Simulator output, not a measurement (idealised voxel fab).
process module | voxel double patterning
cross-section cut | 210 nm wide | cells 5 nm
A cross-section is a grid of square cells, given in bands from the top down. A band is one or more rows of cells.
Each band's line starts with the height of the band's top and of its bottom, in nm. Then come its materials from left to right, each with its width in nm. One material with "throughout" fills the band from edge to edge. "air" is empty space.
Height 0 is the level under which the wafer as received is all one material. The lowest band goes on downwards, as in "0 down".
A width such as "30 to 40" changes by the same amount from each row of cells to the next, from the band's top row to its bottom row.
"no change" after a step means that no cell of the cross-section changed.
closed voids: empty space of 8 cells or more with no open way to the top, each as width x height at its distance from the left edge, in nm
after a step's settings: what the simulator itself notes on the step
overlay nm, on a step with a mask: how far to the right of its planned place the mask lay; to the left if negative
plan
1 op RECEIVE | material Si
2 op CONFORMAL_DEP | material SiN | thk nm 10
3 op DIRECTIONAL_DEP | material SiO2 | thk nm 10
4 op DIRECTIONAL_DEP | material SiCN | thk nm 10
5 op MASKED_ETCH | tone open | mask id FIRST | width nm 15 | pitch nm 50 | etch materials SiCN | depth nm 10 | overlay nm -15
6 op MASKED_ETCH | tone open | mask id SECOND | width nm 15 | pitch nm 50 | etch materials SiCN | depth nm 10 | overlay nm 0
7 op DIRECTIONAL_ETCH | etch materials SiO2 | depth nm 10
8 op STRIP | etch materials SiCN
varied across the wafers: overlay nm of step 5. The plan shows the first wafer's value. All wafers start alike
first wafer as received, after step 1
  0 down: Si throughout
  closed voids: none
first wafer at the end, after step 8
  20 to 10: SiO2 30 | air 15 | SiO2 25 | air 25 | SiO2 25 | air 25 | SiO2 65
  10 to 0: SiN throughout
  0 down: Si throughout
  closed voids: none
last wafer at the end
  20 to 10: SiO2 60 | air 25 | SiO2 25 | air 25 | SiO2 25 | air 15 | SiO2 35
  10 to 0: SiN throughout
  0 down: Si throughout
  closed voids: none
each wafer at the end: cells of each material gained (+) or lost (-) since it was received, then its closed voids
overlay nm -15 | +84 SiN | +58 SiO2 | closed voids: none
overlay nm -10 | +84 SiN | +54 SiO2 | closed voids: none
overlay nm -5 | +84 SiN | +54 SiO2 | closed voids: none
overlay nm 0 | +84 SiN | +54 SiO2 | closed voids: none
overlay nm 5 | +84 SiN | +54 SiO2 | closed voids: none
overlay nm 10 | +84 SiN | +54 SiO2 | closed voids: none
overlay nm 15 | +84 SiN | +58 SiO2 | closed voids: none
